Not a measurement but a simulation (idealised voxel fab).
process module | voxel tone inversion
cross-section cut | 290 nm wide | cells 5 nm
A cross-section is a grid of square cells, given in bands from the top down. A band is one or more rows of cells.
Each band's line starts with the height of the band's top and of its bottom, in nm. Then come its materials from left to right, each with its width in nm. One material with "throughout" fills the band from edge to edge. "air" is empty space.
Height 0 is the level under which the wafer as received is all one material. The lowest band goes on downwards, as in "0 down".
A width such as "30 to 40" changes by the same amount from each row of cells to the next, from the band's top row to its bottom row.
"no change" after a step means that no cell of the cross-section changed.
closed voids: empty space of 8 cells or more with no open way to the top, each as width x height at its distance from the left edge, in nm
after a step's settings: what the simulator itself notes on the step
overlay nm, on a step with a mask: how far to the right of its planned place the mask lay; to the left if negative
plan
1 op RECEIVE | material Si
2 op CONFORMAL_DEP | material SiCN | thk nm 5
3 op DIRECTIONAL_DEP | material aC | thk nm 15
4 op PATTERN | tone cover | mask id POSTS | material resist | width nm 15 | pitch nm 45 | thk nm 20 | overlay nm 0
5 op DIRECTIONAL_ETCH | etch materials aC | depth nm 15
6 op STRIP | etch materials resist
7 op FILL_DEP | material SiO2 | thk nm 10
8 op CMP | height nm 20
9 op STRIP | etch materials aC
as received, after step 1
  0 down: Si throughout
  closed voids: none
a wafer at the end: this start, this plan, one mistake
  20 to 15: SiO2 throughout
  15 to 0: SiO2 115 | aC 15 | SiO2 30 | aC 15 | SiO2 115
  0 down: Si throughout
  closed voids: none
what went wrong: step 2 was left out
